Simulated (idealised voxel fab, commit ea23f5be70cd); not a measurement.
process module | voxel self aligned contacts
cross-section cut | 150 nm wide | cells 5 nm
A cross-section is a grid of square cells, given in bands from the top down. A band is one or more rows of cells.
Each band's line starts with the height of the band's top and of its bottom, in nm. Then come its materials from left to right, each with its width in nm. One material with "throughout" fills the band from edge to edge. "air" is empty space.
Height 0 is the level under which the wafer as received is all one material. The lowest band goes on downwards, as in "0 down".
A width such as "30 to 40" changes by the same amount from each row of cells to the next, from the band's top row to its bottom row.
"no change" after a step means that no cell of the cross-section changed.
closed voids: empty space of 8 cells or more with no open way to the top, each as width x height at its distance from the left edge, in nm
after a step's settings: what the simulator itself notes on the step
overlay nm, on a step with a mask: how far to the right of its planned place the mask lay; to the left if negative
plan
1 op RECEIVE | material Si
2 op OXIDIZE | depth nm 5
3 op DIRECTIONAL_DEP | material polySi | thk nm 20
4 op DIRECTIONAL_DEP | material SiN | thk nm 20
5 op MASKED_ETCH | tone cover | mask id GATE | width nm 35 | pitch nm 80 | etch materials SiN | depth nm 20 | overlay nm 0
6 op MASKED_ETCH | tone cover | mask id GATE | width nm 35 | pitch nm 80 | etch materials polySi | depth nm 20 | overlay nm 0
7 op CONFORMAL_DEP | material SiN | thk nm 10
8 op DIRECTIONAL_ETCH | etch materials SiN | depth nm 10
9 op FILL_DEP | material SiO2 | thk nm 10
10 op CMP | height nm 45
11 op DIRECTIONAL_DEP | material aC | thk nm 10
12 op PATTERN | tone open | mask id CONTACT | material resist | width nm 65 | thk nm 30 | overlay nm 0
13 op DIRECTIONAL_ETCH | etch materials aC | depth nm 10
14 op STRIP | etch materials resist
15 op DIRECTIONAL_ETCH | etch materials SiO2 | depth nm 50
16 op STRIP | etch materials aC
17 op CONFORMAL_DEP | material TiN | thk nm 5
18 op FILL_DEP | material W | thk nm 10
19 op CMP | height nm 45
20 op CONFORMAL_DEP | material SiN | thk nm 5
as received, after step 1
  0 down: Si throughout
  closed voids: none
a wafer at the end: this start, this plan, one mistake
  50 to 45: SiN throughout
  45 to 40: SiO2 40 | TiN 20 | W 25 | TiN 20 | SiO2 45
  40 to 25: SiO2 10 | SiN 45 | TiN 5 | W 25 | TiN 5 | SiN 45 | SiO2 15
  25 to 20: SiO2 10 | SiN 45 | TiN 10 | W 15 | TiN 10 | SiN 45 | SiO2 15
  20 to 0: SiO2 5 | SiN 10 | polySi 35 | SiN 10 | TiN 5 | W 15 | TiN 5 | SiN 10 | polySi 35 | SiN 10 | SiO2 10
  0 to -5: SiO2 60 | TiN 25 | SiO2 65
  -5 down: Si throughout
  closed voids: none
what went wrong: step 5 ran as: op MASKED_ETCH | tone cover | mask id GATE | width nm 25 | pitch nm 80 | etch materials SiN | depth nm 20 | overlay nm 0
